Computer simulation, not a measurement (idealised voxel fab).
process module | voxel released beams
cross-section cut | 290 nm wide | cells 5 nm
A cross-section is a grid of square cells, given in bands from the top down. A band is one or more rows of cells.
Each band's line starts with the height of the band's top and of its bottom, in nm. Then come its materials from left to right, each with its width in nm. One material with "throughout" fills the band from edge to edge. "air" is empty space.
Height 0 is the level under which the wafer as received is all one material. The lowest band goes on downwards, as in "0 down".
A width such as "30 to 40" changes by the same amount from each row of cells to the next, from the band's top row to its bottom row.
"no change" after a step means that no cell of the cross-section changed.
closed voids: empty space of 8 cells or more with no open way to the top, each as width x height at its distance from the left edge, in nm
after a step's settings: what the simulator itself notes on the step
overlay nm, on a step with a mask: how far to the right of its planned place the mask lay; to the left if negative
plan
1 op RECEIVE | material Si
2 op CONFORMAL_DEP | material Al2O3 | thk nm 10
3 op DIRECTIONAL_DEP | material SiO2 | thk nm 20
4 op DIRECTIONAL_DEP | material aC | thk nm 10
5 op PATTERN | tone open | mask id ANCHOR | material resist | width nm 40 | thk nm 30 | overlay nm 0
6 op DIRECTIONAL_ETCH | etch materials aC | depth nm 10
7 op STRIP | etch materials resist
8 op DIRECTIONAL_ETCH | etch materials SiO2 | depth nm 20
9 op STRIP | etch materials aC
10 op CONFORMAL_DEP | material SiN | thk nm 15
11 op PATTERN | tone cover | mask id BEAM | material resist | width nm 115 | thk nm 15 | overlay nm 0
12 op DIRECTIONAL_ETCH | etch materials SiN | depth nm 15
13 op STRIP | etch materials resist
14 op STRIP | etch materials SiO2
as received, after step 1
  0 down: Si throughout
  closed voids: none
first wafer at the end, as planned
  45 to 30: air 85 | SiN 20 | air 10 | SiN 85 | air 90
  30 to 25: air 90 | SiN 15 | air 10 | SiN 15 | air 160
  25 to 10: air 90 | SiN 40 | air 160
  10 to 0: Al2O3 throughout
  0 down: Si throughout
  closed voids: none
second wafer at the end: like start, like plan, one mistake
  45 to 30: air 85 | SiN 15 | air 20 | SiN 80 | air 90
  30 to 25: air 85 | SiN 15 | air 20 | SiN 15 | air 155
  25 to 10: air 85 | SiN 50 | air 155
  10 to 0: Al2O3 throughout
  0 down: Si throughout
  closed voids: none
what went wrong: step 5 ran as: op PATTERN | tone open | mask id ANCHOR | material resist | width nm 50 | thk nm 30 | overlay nm 0
at the end the second wafer has, in cells: as many of each material as the first, in other places
